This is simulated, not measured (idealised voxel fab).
Proc. module: voxel self aligned vias
Section cut is 175 nm wide and gridded with 5 nm square cells.
Cross-section layout: square cells on a grid; listed as bands, top to bottom; a band spans one or more cell rows.
Band: top height; bottom height; in nm. Then, left to right: material with width in nm, for each material. "everywhere": a single material spanning edge to edge. "air": empty space.
It should be noted that heights are counted from 0, beneath which the wafer as supplied is of one material throughout, and that the lowest band possesses no lower boundary but continues downward, as written in "z 0 and below".
A width such as "30 to 40" changes by the same amount from each row of cells to the next, from the band's top row to its bottom row.
"all unchanged" (step): cross-section cells unchanged, all of them.
In "Trapped cavities" the enclosed voids are listed, meaning empty spaces of 8 cells or larger without any opening to the top. The form is width x height at distance, distance from the left edge, units nm.
Past the settings on a step's line: simulator remark, on that step.
"overlay nm" denotes, for a step that has a mask, the displacement of the mask to the right of its planned place, with negative values corresponding to the left.
Process steps - plan:
step 1: RECEIVE: material Si
step 2: CONFORMAL_DEP: material SiO2, thk nm 10
step 3: CONFORMAL_DEP: material SiCN, thk nm 5
step 4: DIRECTIONAL_DEP: material lowk, thk nm 25
step 5: MASKED_ETCH: tone open, mask id LINES, width nm 30, pitch nm 75, etch materials lowk, depth nm 25, overlay nm 0
step 6: CONFORMAL_DEP: material TiN, thk nm 5
step 7: FILL_DEP: material Ru, thk nm 10
step 8: CMP: height nm 40
step 9: SELECTIVE_ETCH: etch materials W Ru TiN, depth nm 10
step 10: FILL_DEP: material SiN, thk nm 10
step 11: CMP: height nm 40
step 12: DIRECTIONAL_DEP: material lowk, thk nm 20
step 13: MASKED_ETCH: tone open, mask id VIAS, width nm 50, etch materials lowk, depth nm 20, overlay nm 0
step 14: MASKED_ETCH: tone open, mask id VIAS, width nm 50, etch materials SiN, depth nm 10, overlay nm 0
step 15: CONFORMAL_DEP: material TiN, thk nm 5
step 16: FILL_DEP: material Cu, thk nm 5
step 17: CMP: height nm 60
step 18: CONFORMAL_DEP: material SiN, thk nm 5
Incoming wafer in cross-section (state: after step 1):
- z 0 and below: Si everywhere
- Trapped cavities: none
Module complete, cross-section. Starting point and plan per above. One mistake made in running the module:
- z 65 to 60: SiN everywhere
- z 60 to 45: lowk: 25  TiN: 5  Cu: 40  TiN: 5  lowk: 100
- z 45 to 40: lowk: 25  TiN: 50  lowk: 100
- z 40 to 35: SiCN everywhere
- z 35 to 10: lowk everywhere
- z 10 to 0: SiO2 everywhere
- z 0 and below: Si everywhere
- Trapped cavities: none
what went wrong: steps 3 and 4 of the plan were run in the wrong order, each in the other's place
